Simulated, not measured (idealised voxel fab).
The document below concerns the process module designated voxel ribs on slabs.
This is section cut - it's 280 nm across, gridded in 5 nm square cells.
When this document writes out a cross-section, it uses a grid of square cells and lists it as bands, beginning at the top and moving down, with a band standing for one or more rows of cells.
Top height, bottom height, nm. Materials left to right, width each, nm. Single material + "throughout" = fills band edge to edge. "blank" = empty.
Heads up on the height convention: 0 is the point under which the incoming wafer is all one material, and the lowest band has no bottom, it just keeps going down, like "0 nm and below".
When a width is written as two numbers, as in "30->40", the first number is the width in the top row of cells of the band and the second is the width in its bottom row, and the width changes by the same amount from each row to the next.
No cell of the cross-section changed in a step that is given as "left unchanged".
In the "Closed internal cavities" entry, you get each enclosed empty space of 8 cells or more, one with no open way to the top, written width x height at distance, distance from the left edge, in nm.
If you see something after the settings on a step's line, that's the simulator's own remark about that step.
The optional step-line setting "overlay nm" applies to steps with a mask and quantifies how far to the right of its planned location the mask lay, a negative value indicating leftward placement.
-- Here's what the planned process steps look like
1 RECEIVE with material Si
2 DIRECTIONAL_DEP with material SiO2, thk nm 30
3 DIRECTIONAL_DEP with material SiN, thk nm 20
4 PATTERN with tone cover, mask id RIB, material resist, width nm 15, thk nm 15, overlay nm 0
5 DIRECTIONAL_ETCH with etch materials SiN, depth nm 10
6 STRIP with etch materials resist
7 MASKED_ETCH with tone cover, mask id SLAB, width nm 45, etch materials SiN, depth nm 10, overlay nm 0
8 FILL_DEP with material SiO2, thk nm 20
9 CMP with height nm 60
10 DIRECTIONAL_DEP with material W, thk nm 5
11 MASKED_ETCH with tone cover, mask id HEATER, width nm 25, etch materials W, depth nm 5, overlay nm 0
12 CONFORMAL_DEP with material SiO2, thk nm 5
-- First wafer, two in total, run as planned
-- Cross-section of the wafer upon arrival, representing the state reached after step 1
	0 nm and below: Si throughout
	Closed internal cavities: none
-- So this is the wafer cross-section right after step 2
	30 nm to 0 nm: SiO2 throughout
	For the remainder of the cross-section, below 0, there is no change.
-- So this is the wafer cross-section right after step 3
	50 nm to 30 nm: SiN throughout
	For the remainder of the cross-section, below 30, there is no change.
-- So this is the wafer cross-section right after step 4
	65 nm to 50 nm: blank 130 nm, then resist 15 nm, then blank 135 nm
	For the remainder of the cross-section, below 50, there is no change.
-- So this is the wafer cross-section right after step 5
	65 nm to 50 nm: blank 130 nm, then resist 15 nm, then blank 135 nm
	50 nm to 40 nm: blank 130 nm, then SiN 15 nm, then blank 135 nm
	For the remainder of the cross-section, below 40, there is no change.
-- So this is the wafer cross-section right after step 6
	50 nm to 40 nm: blank 130 nm, then SiN 15 nm, then blank 135 nm
	For the remainder of the cross-section, below 40, there is no change.
-- So this is the wafer cross-section right after step 7
	50 nm to 40 nm: blank 130 nm, then SiN 15 nm, then blank 135 nm
	40 nm to 30 nm: blank 115 nm, then SiN 45 nm, then blank 120 nm
	For the remainder of the cross-section, below 30, there is no change.
-- So this is the wafer cross-section right after step 8
	70 nm to 50 nm: SiO2 throughout
	50 nm to 40 nm: SiO2 130 nm, then SiN 15 nm, then SiO2 135 nm
	40 nm to 30 nm: SiO2 115 nm, then SiN 45 nm, then SiO2 120 nm
	For the remainder of the cross-section, below 30, there is no change.
-- So this is the wafer cross-section right after step 9
	60 nm to 50 nm: SiO2 throughout
	For the remainder of the cross-section, below 50, there is no change.
-- So this is the wafer cross-section right after step 10
	65 nm to 60 nm: W throughout
	For the remainder of the cross-section, below 60, there is no change.
-- So this is the wafer cross-section right after step 11
	65 nm to 60 nm: blank 125 nm, then W 25 nm, then blank 130 nm
	For the remainder of the cross-section, below 60, there is no change.
-- So this is the wafer cross-section right after step 12
	70 nm to 65 nm: blank 120 nm, then SiO2 35 nm, then blank 125 nm
	65 nm to 60 nm: SiO2 125 nm, then W 25 nm, then SiO2 130 nm
	For the remainder of the cross-section, below 60, there is no change.
-- Wafer two: like wafer one in start and plan, but with one mistake in execution; identical up to and including step 8
-- Cross-section of the second wafer at the time step 9 of the plan should have ended
	50 nm to 40 nm: SiO2 130 nm, then SiN 15 nm, then SiO2 135 nm
	For the remainder of the cross-section, below 40, there is no change.
-- Cross-section of the second wafer at the time step 10 of the plan should have ended
	55 nm to 50 nm: W throughout
	For the remainder of the cross-section, below 50, there is no change.
-- Cross-section of the second wafer at the time step 11 of the plan should have ended
	55 nm to 50 nm: blank 125 nm, then W 25 nm, then blank 130 nm
	For the remainder of the cross-section, below 50, there is no change.
-- Cross-section of the second wafer at the time step 12 of the plan should have ended
	60 nm to 55 nm: blank 120 nm, then SiO2 35 nm, then blank 125 nm
	55 nm to 50 nm: SiO2 125 nm, then W 25 nm, then SiO2 130 nm
	For the remainder of the cross-section, below 50, there is no change.
What went wrong in running the wafer? not per plan at step 9, really ran CMP with height nm 50
Heads up, by the end the second wafer has more or fewer cells of some materials compared to the first: SiO2 -112
